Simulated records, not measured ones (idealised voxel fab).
The document below concerns the process module designated voxel transistor to metal.
Cross-section cut: width 140 nm, square cells of 5 nm.
Think of the cross-section as a grid of square cells. We describe it in bands, top to bottom, and each band covers one or more rows of those cells. It is stipulated that each band's entry specify, in nanometres, the height of the top of the band and then that of its bottom, followed by the materials of the band in left-to-right sequence, each together with its width in nanometres. A single material marked by the word "edge to edge" is understood to fill the band from edge to edge; the word "empty" is understood to denote empty space. A quick word on heights: they are counted from 0, and under that level the wafer as it came to us is one material throughout. The lowest band is different from the rest in having no bottom; it simply continues downward, written as in "from 0 down". A two-number width, for instance "30->40", indicates that the width is equal to the first number in the top row of the band and to the second number in the bottom row, and that it changes by a constant amount per row of cells. Given "remained the same" for a step, no cell of the cross-section differs between before and after that step. Closed-off voids of 8+ cells (no open route to the top) go in "Enclosed voids", written width x height at distance from the left edge, in nm. Formally, on a step line, whatever follows the settings is a remark that the simulator itself makes on the step. Regarding "overlay nm": on a step with a mask, it is the distance the mask lay to the right of its planned place; a negative value places it to the left.
[List of planned process steps]
- 1: RECEIVE (material Si)
- 2: CONFORMAL_DEP (material SiO2; thk nm 5)
- 3: CONFORMAL_DEP (material SiN; thk nm 10)
- 4: MASKED_ETCH (tone cover; mask id ACTIVE; width nm 100; etch materials SiN; depth nm 10; overlay nm 0)
- 5: MASKED_ETCH (tone cover; mask id ACTIVE; width nm 100; etch materials SiO2; depth nm 5; overlay nm 0)
- 6: MASKED_ETCH (tone cover; mask id ACTIVE; width nm 100; etch materials Si; depth nm 35; overlay nm 0)
- 7: FILL_DEP (material SiO2; thk nm 10)
- 8: CMP (height nm 15)
- 9: SELECTIVE_ETCH (etch materials SiO2; depth nm 5)
- 10: STRIP (etch materials SiN)
- 11: SELECTIVE_ETCH (etch materials SiO2; depth nm 5)
- 12: OXIDIZE (depth nm 5)
- 13: DIRECTIONAL_DEP (material polySi; thk nm 25)
- 14: DIRECTIONAL_DEP (material SiCN; thk nm 10)
- 15: MASKED_ETCH (tone cover; mask id GATE; width nm 30; etch materials SiCN; depth nm 20; overlay nm 0)
- 16: MASKED_ETCH (tone cover; mask id GATE; width nm 30; etch materials polySi; depth nm 35; overlay nm 0)
- 17: CONFORMAL_DEP (material SiN; thk nm 10)
- 18: DIRECTIONAL_ETCH (etch materials SiN; depth nm 10)
- 19: DIRECTIONAL_ETCH (etch materials SiO2; depth nm 5)
- 20: DIRECTIONAL_ETCH (etch materials Si; depth nm 15)
- 21: EPI (material SiGe; thk nm 15)
- 22: FILL_DEP (material SiO2; thk nm 10)
- 23: CMP (height nm 25)
- 24: STRIP (etch materials polySi)
- 25: SELECTIVE_ETCH (etch materials SiO2; depth nm 5)
- 26: CONFORMAL_DEP (material HfO2; thk nm 5)
- 27: CONFORMAL_DEP (material TiN; thk nm 5)
- 28: FILL_DEP (material W; thk nm 10)
- 29: CMP (height nm 20)
- 30: DIRECTIONAL_DEP (material SiO2; thk nm 10)
- 31: MASKED_ETCH (tone open; mask id CONTACT; width nm 15; pitch nm 75; etch materials SiO2; depth nm 20; overlay nm 0)
- 32: CONFORMAL_DEP (material TiN; thk nm 5)
- 33: FILL_DEP (material W; thk nm 10)
- 34: CMP (height nm 30)
- 35: CONFORMAL_DEP (material SiN; thk nm 5)
- 36: DIRECTIONAL_DEP (material lowk; thk nm 20)
- 37: MASKED_ETCH (tone open; mask id METAL_1; width nm 15; pitch nm 75; etch materials lowk; depth nm 20; overlay nm 0)
- 38: MASKED_ETCH (tone open; mask id METAL_1; width nm 15; pitch nm 75; etch materials SiN; depth nm 5; overlay nm 0)
- 39: CONFORMAL_DEP (material TiN; thk nm 5)
- 40: FILL_DEP (material Cu; thk nm 10)
- 41: CMP (height nm 55)
- 42: CONFORMAL_DEP (material SiN; thk nm 5)
[Cross-section, incoming material, after step 1]
	from 0 down = Si edge to edge
	Enclosed voids: none
[The cross-section shown corresponds to the wafer at the conclusion of the module. The initial structure and the process plan are those presented above; however, one mistake occurred in executing the plan]
	from 60 to 55 = SiN edge to edge
	from 55 to 35 = lowk=25  TiN=5  Cu=5  TiN=5  lowk=60  TiN=5  Cu=5  TiN=5  lowk=25
	from 35 to 30 = SiN=25  TiN=15  SiN=60  TiN=15  SiN=25
	from 30 to 20 = SiO2=25  TiN=5  W=5  TiN=5  SiO2=60  TiN=5  W=5  TiN=5  SiO2=25
	from 20 to 15 = SiO2=25  TiN=5  W=5  TiN=5  SiO2=5  SiN=10  HfO2=5  TiN=5  W=10  TiN=5  HfO2=5  SiN=10  SiO2=5  TiN=5  W=5  TiN=5  SiO2=25
	from 15 to 10 = SiO2=25  TiN=15  SiO2=5  SiN=10  HfO2=5  TiN=5  W=10  TiN=5  HfO2=5  SiN=10  SiO2=5  TiN=15  SiO2=25
	from 10 to 5 = SiO2=20  SiGe=25  SiN=10  HfO2=5  TiN=5  W=10  TiN=5  HfO2=5  SiN=10  SiGe=30  SiO2=15
	from 5 to 0 = SiO2=15  SiN=10  SiGe=20  SiN=10  HfO2=5  TiN=20  HfO2=5  SiN=10  SiGe=25  SiN=10  SiO2=10
	from 0 to -5 = SiO2=25  SiGe=20  SiO2=5  HfO2=40  SiO2=5  SiGe=25  SiO2=20
	from -5 to -20 = SiO2=20  Si=5  SiGe=20  Si=50  SiGe=25  Si=5  SiO2=15
	from -20 to -35 = SiO2=20  Si=105  SiO2=15
	from -35 down = Si edge to edge
	Enclosed voids: none
Want to know what went wrong? not per plan at step 4, really ran MASKED_ETCH (tone cover; mask id ACTIVE; width nm 105; etch materials SiN; depth nm 10; overlay nm 0)
